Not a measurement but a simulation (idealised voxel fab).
Name of the process module below: voxel transistor to metal
The cross-section shown here is cut; it is 260 nm wide and divided into square cells measuring 5 nm on a side.
Cross-section spec: square-cell grid; bands listed top down; each band is one or more rows.
Heights first: top, then bottom, in nm. Then materials, left to right, each with a width in nm. "all across" on a single material: fills the band edge to edge. "empty": empty space.
Measure heights from 0. That's the level where, below it, the as-received wafer is all one material. The lowest band is bottomless and extends downward; write it as in "0 and below".
Note: "30..40" means the width goes from the first number (top row of the band) to the second number (bottom row) in equal steps per row of cells.
"nothing got changed" (step): cross-section cells unchanged, all of them.
"Sealed-off cavities" means: voids of 8 cells or more that are shut off from the top with no open way through. Written width x height at distance, distance from the left edge, in nm.
What comes after the settings on a step's line is commentary from the simulator itself on that step.
What "overlay nm" on a step's line means: if the step has a mask, that mask lay this far to the right of its planned place, or, when the value is negative, to the left.

Set out below are the planned steps of the process:
1: RECEIVE, material Si
2: OXIDIZE, depth nm 5
3: CONFORMAL_DEP, material SiN, thk nm 15
4: PATTERN, tone cover, mask id ACTIVE, material resist, width nm 95, pitch nm 125, thk nm 15, overlay nm 0
5: DIRECTIONAL_ETCH, etch materials SiN, depth nm 15
6: DIRECTIONAL_ETCH, etch materials SiO2, depth nm 5
7: DIRECTIONAL_ETCH, etch materials Si, depth nm 30
8: STRIP, etch materials resist
9: OXIDIZE, depth nm 5
10: FILL_DEP, material SiO2, thk nm 10
11: CMP, height nm 15
12: SELECTIVE_ETCH, etch materials SiO2, depth nm 10
13: STRIP, etch materials SiN
14: SELECTIVE_ETCH, etch materials SiO2, depth nm 5
15: OXIDIZE, depth nm 5
16: DIRECTIONAL_DEP, material polySi, thk nm 25
17: DIRECTIONAL_DEP, material SiCN, thk nm 15
18: MASKED_ETCH, tone cover, mask id GATE, width nm 25, pitch nm 125, etch materials SiCN, depth nm 25, overlay nm 0
19: MASKED_ETCH, tone cover, mask id GATE, width nm 25, pitch nm 125, etch materials polySi, depth nm 35, overlay nm 0
20: CONFORMAL_DEP, material SiN, thk nm 5
21: DIRECTIONAL_ETCH, etch materials SiN, depth nm 5
22: DIRECTIONAL_ETCH, etch materials SiO2, depth nm 5
23: DIRECTIONAL_ETCH, etch materials Si, depth nm 15
24: EPI, material SiGe, thk nm 15
25: FILL_DEP, material SiO2, thk nm 5
26: CMP, height nm 35
27: DIRECTIONAL_DEP, material SiO2, thk nm 15
28: MASKED_ETCH, tone open, mask id CONTACT, width nm 25, etch materials SiO2, depth nm 60, overlay nm 0
29: CONFORMAL_DEP, material TiN, thk nm 5
30: FILL_DEP, material W, thk nm 5
31: CMP, height nm 50
32: CONFORMAL_DEP, material SiN, thk nm 5
33: DIRECTIONAL_DEP, material SiO2, thk nm 15
34: DIRECTIONAL_DEP, material aC, thk nm 15
35: PATTERN, tone open, mask id METAL_1, material resist, width nm 15, thk nm 30, overlay nm 0
36: DIRECTIONAL_ETCH, etch materials aC, depth nm 15
37: STRIP, etch materials resist
38: DIRECTIONAL_ETCH, etch materials SiO2, depth nm 15
39: DIRECTIONAL_ETCH, etch materials SiN, depth nm 5
40: STRIP, etch materials aC
41: CONFORMAL_DEP, material TiN, thk nm 5
42: FILL_DEP, material Cu, thk nm 10
43: CMP, height nm 70
44: CONFORMAL_DEP, material SiN, thk nm 5

Wafer cross-section on receipt, i.e. after step 1:
  0 and below: Si all across
  Sealed-off cavities: none

Final cross-section, module run with one mistake (start and plan as above):
  90 down to 85: SiN all across
  85 down to 75: Cu all across
  75 down to 70: TiN 30 nm / Cu 5 nm / TiN 65 nm / Cu 5 nm / TiN 50 nm / Cu 5 nm / TiN 65 nm / Cu 5 nm / TiN 30 nm
  70 down to 55: SiO2 25 nm / TiN 5 nm / Cu 5 nm / TiN 5 nm / SiO2 55 nm / TiN 5 nm / Cu 5 nm / TiN 5 nm / SiO2 40 nm / TiN 5 nm / Cu 5 nm / TiN 5 nm / SiO2 55 nm / TiN 5 nm / Cu 5 nm / TiN 5 nm / SiO2 25 nm
  55 down to 50: SiN 25 nm / TiN 15 nm / SiN 55 nm / TiN 15 nm / SiN 40 nm / TiN 15 nm / SiN 55 nm / TiN 15 nm / SiN 25 nm
  50 down to 35: SiO2 25 nm / TiN 5 nm / W 15 nm / TiN 5 nm / SiO2 35 nm / TiN 5 nm / W 15 nm / TiN 5 nm / SiO2 40 nm / TiN 5 nm / W 15 nm / TiN 5 nm / SiO2 35 nm / TiN 5 nm / W 15 nm / TiN 5 nm / SiO2 25 nm
  35 down to 20: SiO2 25 nm / TiN 5 nm / W 15 nm / TiN 5 nm / SiN 5 nm / SiCN 25 nm / SiN 5 nm / TiN 5 nm / W 15 nm / TiN 5 nm / SiO2 40 nm / TiN 5 nm / W 15 nm / TiN 5 nm / SiN 5 nm / SiCN 25 nm / SiN 5 nm / TiN 5 nm / W 15 nm / TiN 5 nm / SiO2 25 nm
  20 down to 10: SiO2 25 nm / TiN 5 nm / W 15 nm / TiN 5 nm / SiN 5 nm / polySi 25 nm / SiN 5 nm / TiN 5 nm / W 15 nm / TiN 5 nm / SiO2 40 nm / TiN 5 nm / W 15 nm / TiN 5 nm / SiN 5 nm / polySi 25 nm / SiN 5 nm / TiN 5 nm / W 15 nm / TiN 5 nm / SiO2 25 nm
  10 down to 5: SiO2 25 nm / TiN 25 nm / SiN 5 nm / polySi 25 nm / SiN 5 nm / TiN 25 nm / SiO2 40 nm / TiN 25 nm / SiN 5 nm / polySi 25 nm / SiN 5 nm / TiN 25 nm / SiO2 25 nm
  5 down to 0: SiO2 25 nm / TiN 10 nm / SiGe 15 nm / SiN 5 nm / polySi 25 nm / SiN 5 nm / SiGe 15 nm / TiN 10 nm / SiO2 40 nm / TiN 10 nm / SiGe 15 nm / SiN 5 nm / polySi 25 nm / SiN 5 nm / SiGe 15 nm / TiN 10 nm / SiO2 25 nm
  0 down to -5: SiO2 15 nm / SiN 5 nm / SiO2 5 nm / TiN 10 nm / SiGe 15 nm / SiN 5 nm / polySi 25 nm / SiN 5 nm / SiGe 15 nm / TiN 10 nm / SiO2 5 nm / SiN 5 nm / SiO2 20 nm / SiN 5 nm / SiO2 5 nm / TiN 10 nm / SiGe 15 nm / SiN 5 nm / polySi 25 nm / SiN 5 nm / SiGe 15 nm / TiN 10 nm / SiO2 5 nm / SiN 5 nm / SiO2 15 nm
  -5 down to -10: SiO2 25 nm / TiN 10 nm / SiGe 15 nm / SiO2 35 nm / SiGe 15 nm / TiN 10 nm / SiO2 40 nm / TiN 10 nm / SiGe 15 nm / SiO2 35 nm / SiGe 15 nm / TiN 10 nm / SiO2 25 nm
  -10 down to -25: SiO2 25 nm / SiGe 25 nm / Si 35 nm / SiGe 25 nm / SiO2 40 nm / SiGe 25 nm / Si 35 nm / SiGe 25 nm / SiO2 25 nm
  -25 down to -40: SiO2 25 nm / Si 85 nm / SiO2 40 nm / Si 85 nm / SiO2 25 nm
  -40 and below: Si all across
  Sealed-off cavities: none
what went wrong: plan step 43 skipped
